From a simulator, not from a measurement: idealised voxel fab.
You're looking at the process module voxel wiring stack.
Section shown: cut. Width: 190 nm. Cell size: 5 nm, square.
Format of a cross-section: grid, square cells. Given as bands. Order: top down. Band: one or more rows of cells.
Band: top and bottom heights (nm) first, top before bottom; then materials from left to right, widths in nm. "everywhere" marks a sole material filling the band edge to edge. "empty" denotes empty space.
The reference from which all heights are counted is 0, the level beneath which the as-received wafer is entirely one material; the lowest band, having no lower bound, proceeds downward and is written after the example "0 nm and below".
Graded width ("30->40"): value in top row of band = first number; value in bottom row = second number; row-to-row change constant.
No cell of the cross-section changed in a step that is given as "stayed the same".
Entry "Sealed void listing". Content: empty spaces with no open connection to the top, size 8 cells or greater. Each: width x height at distance. Distance: from left edge. Unit: nm.
Step line, after settings: the simulator's comment on this step.
You can add "overlay nm" to a step's line. For a step with a mask, it describes how far the mask lay to the right of its planned position, and a negative number describes a lay to the left.

### Here's what the planned process steps look like
1,RECEIVE [material Si]
2,CONFORMAL_DEP [material SiO2] [thk nm 10]
3,CONFORMAL_DEP [material SiCN] [thk nm 5]
4,DIRECTIONAL_DEP [material lowk] [thk nm 20]
5,DIRECTIONAL_DEP [material aC] [thk nm 15]
6,PATTERN [tone open] [mask id METAL_1] [material resist] [width nm 25] [pitch nm 55] [thk nm 35] [overlay nm 0]
7,DIRECTIONAL_ETCH [etch materials aC] [depth nm 15]
8,STRIP [etch materials resist]
9,DIRECTIONAL_ETCH [etch materials lowk] [depth nm 20]
10,DIRECTIONAL_ETCH [etch materials SiCN] [depth nm 5]
11,STRIP [etch materials aC]
12,CONFORMAL_DEP [material TiN] [thk nm 5]
13,FILL_DEP [material Cu] [thk nm 5]
14,CMP [height nm 35]
15,CONFORMAL_DEP [material SiCN] [thk nm 5]
16,DIRECTIONAL_DEP [material lowk] [thk nm 10]
17,DIRECTIONAL_DEP [material aC] [thk nm 10]
18,PATTERN [tone open] [mask id PLUG_1] [material resist] [width nm 15] [thk nm 30] [overlay nm 0]
19,DIRECTIONAL_ETCH [etch materials aC] [depth nm 10]
20,STRIP [etch materials resist]
21,DIRECTIONAL_ETCH [etch materials lowk] [depth nm 10]
22,DIRECTIONAL_ETCH [etch materials SiCN] [depth nm 5]
23,STRIP [etch materials aC]
24,EPI [material Ru] [thk nm 10]
25,EPI [material Ru] [thk nm 5]
26,DIRECTIONAL_DEP [material TiN] [thk nm 5]
27,DIRECTIONAL_DEP [material Ru] [thk nm 15]
28,DIRECTIONAL_DEP [material aC] [thk nm 10]
29,PATTERN [tone cover] [mask id METAL_2] [material resist] [width nm 25] [pitch nm 55] [thk nm 30] [overlay nm 0]
30,DIRECTIONAL_ETCH [etch materials aC] [depth nm 10]
31,STRIP [etch materials resist]
32,DIRECTIONAL_ETCH [etch materials Ru] [depth nm 15]
33,DIRECTIONAL_ETCH [etch materials TiN] [depth nm 5]
34,STRIP [etch materials aC]
35,CONFORMAL_DEP [material SiN] [thk nm 5]
36,FILL_DEP [material SiO2] [thk nm 10]
37,CMP [height nm 70]
38,CONFORMAL_DEP [material SiCN] [thk nm 5]
39,DIRECTIONAL_DEP [material lowk] [thk nm 30]
40,DIRECTIONAL_DEP [material aC] [thk nm 15]
41,PATTERN [tone open] [mask id METAL_3] [material resist] [width nm 25] [pitch nm 55] [thk nm 35] [overlay nm 0]
42,DIRECTIONAL_ETCH [etch materials aC] [depth nm 15]
43,STRIP [etch materials resist]
44,DIRECTIONAL_ETCH [etch materials lowk] [depth nm 20]
45,STRIP [etch materials aC]
46,PATTERN [tone open] [mask id METAL_3_HOLES] [material resist] [width nm 15] [pitch nm 55] [thk nm 15] [overlay nm 0]
47,DIRECTIONAL_ETCH [etch materials lowk] [depth nm 10]
48,DIRECTIONAL_ETCH [etch materials SiCN] [depth nm 5]
49,STRIP [etch materials resist]
50,CONFORMAL_DEP [material TiN] [thk nm 5]
51,FILL_DEP [material Ru] [thk nm 5]
52,CMP [height nm 105]
53,CONFORMAL_DEP [material SiCN] [thk nm 5]
54,DIRECTIONAL_DEP [material lowk] [thk nm 25]
55,MASKED_ETCH [tone open] [mask id METAL_4_HOLES] [width nm 15] [pitch nm 55] [etch materials lowk] [depth nm 25] [overlay nm 0]
56,DIRECTIONAL_DEP [material aC] [thk nm 10]
57,PATTERN [tone open] [mask id METAL_4] [material resist] [width nm 25] [pitch nm 55] [thk nm 30] [overlay nm 0]
58,DIRECTIONAL_ETCH [etch materials aC] [depth nm 10]
59,STRIP [etch materials resist]
60,DIRECTIONAL_ETCH [etch materials lowk] [depth nm 15]
61,DIRECTIONAL_ETCH [etch materials SiCN] [depth nm 5]
62,STRIP [etch materials aC]
63,CONFORMAL_DEP [material TiN] [thk nm 5]
64,FILL_DEP [material Cu] [thk nm 10]
65,CMP [height nm 135]
66,CONFORMAL_DEP [material SiCN] [thk nm 5]

### Shown in cross-section is the wafer as received, that is, as it stands after step 1
0 nm and below = Si everywhere
Sealed void listing: none

### The first of the two wafers as seen in cross-section once the module was finished; processing followed the plan
140 nm to 135 nm = SiCN everywhere
135 nm to 125 nm = 55 of lowk, then 5 of TiN, then 15 of Cu, then 5 of TiN, then 30 of lowk, then 5 of TiN, then 15 of Cu, then 5 of TiN, then 55 of lowk
125 nm to 120 nm = 55 of lowk, then 5 of TiN, then 5 of Cu, then 15 of TiN, then 30 of lowk, then 5 of TiN, then 5 of Cu, then 15 of TiN, then 55 of lowk
120 nm to 110 nm = 55 of lowk, then 5 of TiN, then 5 of Cu, then 5 of TiN, then 40 of lowk, then 5 of TiN, then 5 of Cu, then 5 of TiN, then 65 of lowk
110 nm to 105 nm = 55 of SiCN, then 15 of TiN, then 40 of SiCN, then 15 of TiN, then 65 of SiCN
105 nm to 90 nm = 55 of lowk, then 5 of TiN, then 15 of Ru, then 5 of TiN, then 30 of lowk, then 5 of TiN, then 15 of Ru, then 5 of TiN, then 55 of lowk
90 nm to 85 nm = 55 of lowk, then 5 of TiN, then 5 of Ru, then 15 of TiN, then 30 of lowk, then 5 of TiN, then 5 of Ru, then 15 of TiN, then 55 of lowk
85 nm to 75 nm = 55 of lowk, then 5 of TiN, then 5 of Ru, then 5 of TiN, then 40 of lowk, then 5 of TiN, then 5 of Ru, then 5 of TiN, then 65 of lowk
75 nm to 70 nm = 55 of SiCN, then 15 of TiN, then 40 of SiCN, then 15 of TiN, then 65 of SiCN
70 nm to 55 nm = 50 of SiO2, then 5 of SiN, then 25 of Ru, then 5 of SiN, then 20 of SiO2, then 5 of SiN, then 25 of Ru, then 5 of SiN, then 50 of SiO2
55 nm to 50 nm = 55 of SiN, then 25 of TiN, then 30 of SiN, then 25 of TiN, then 55 of SiN
50 nm to 40 nm = 55 of lowk, then 15 of Ru, then 120 of lowk
40 nm to 35 nm = 55 of SiCN, then 15 of Ru, then 120 of SiCN
35 nm to 15 nm = 55 of lowk, then 5 of TiN, then 15 of Cu, then 5 of TiN, then 30 of lowk, then 5 of TiN, then 15 of Cu, then 5 of TiN, then 55 of lowk
15 nm to 10 nm = 55 of SiCN, then 25 of TiN, then 30 of SiCN, then 25 of TiN, then 55 of SiCN
10 nm to 0 nm = SiO2 everywhere
0 nm and below = Si everywhere
Sealed void listing: none

### Wafer two, end of module, cross-section. Same start, same plan as wafer one. One mistake in the run
140 nm to 135 nm = SiCN everywhere
135 nm to 125 nm = 55 of lowk, then 5 of TiN, then 15 of Cu, then 5 of TiN, then 30 of lowk, then 5 of TiN, then 15 of Cu, then 5 of TiN, then 55 of lowk
125 nm to 120 nm = 55 of lowk, then 5 of TiN, then 5 of Cu, then 15 of TiN, then 30 of lowk, then 5 of TiN, then 5 of Cu, then 15 of TiN, then 55 of lowk
120 nm to 110 nm = 55 of lowk, then 5 of TiN, then 5 of Cu, then 5 of TiN, then 40 of lowk, then 5 of TiN, then 5 of Cu, then 5 of TiN, then 65 of lowk
110 nm to 105 nm = 55 of SiCN, then 15 of TiN, then 40 of SiCN, then 15 of TiN, then 65 of SiCN
105 nm to 95 nm = 65->50 of Ru, then 5->20 of TiN, then 10 of lowk, then 5 of TiN, then 35->20 of Ru, then 5->20 of TiN, then 10 of lowk, then 5 of TiN, then 50 of Ru
95 nm to 90 nm = 50 of Ru, then 5 of TiN, then 25 of lowk, then 5 of TiN, then 20 of Ru, then 5 of TiN, then 25 of lowk, then 5 of TiN, then 50 of Ru
90 nm to 85 nm = 55 of TiN, then 25 of lowk, then 30 of TiN, then 25 of lowk, then 55 of TiN
85 nm to 75 nm = lowk everywhere
75 nm to 70 nm = SiCN everywhere
70 nm to 55 nm = 50 of SiO2, then 5 of SiN, then 25 of Ru, then 5 of SiN, then 20 of SiO2, then 5 of SiN, then 25 of Ru, then 5 of SiN, then 50 of SiO2
55 nm to 50 nm = 55 of SiN, then 25 of TiN, then 30 of SiN, then 25 of TiN, then 55 of SiN
50 nm to 40 nm = 55 of lowk, then 15 of Ru, then 120 of lowk
40 nm to 35 nm = 55 of SiCN, then 15 of Ru, then 120 of SiCN
35 nm to 15 nm = 55 of lowk, then 5 of TiN, then 15 of Cu, then 5 of TiN, then 30 of lowk, then 5 of TiN, then 15 of Cu, then 5 of TiN, then 55 of lowk
15 nm to 10 nm = 55 of SiCN, then 25 of TiN, then 30 of SiCN, then 25 of TiN, then 55 of SiCN
10 nm to 0 nm = SiO2 everywhere
0 nm and below = Si everywhere
Sealed void listing: none
Deviation from plan: step 41 off recipe, ran as PATTERN [tone cover] [mask id METAL_3] [material resist] [width nm 25] [pitch nm 55] [thk nm 35] [overlay nm 0]
Looking at both finished wafers in cells, the second ends up ahead of or behind the first on some materials: Ru +54; SiCN +6; TiN +12; lowk -72
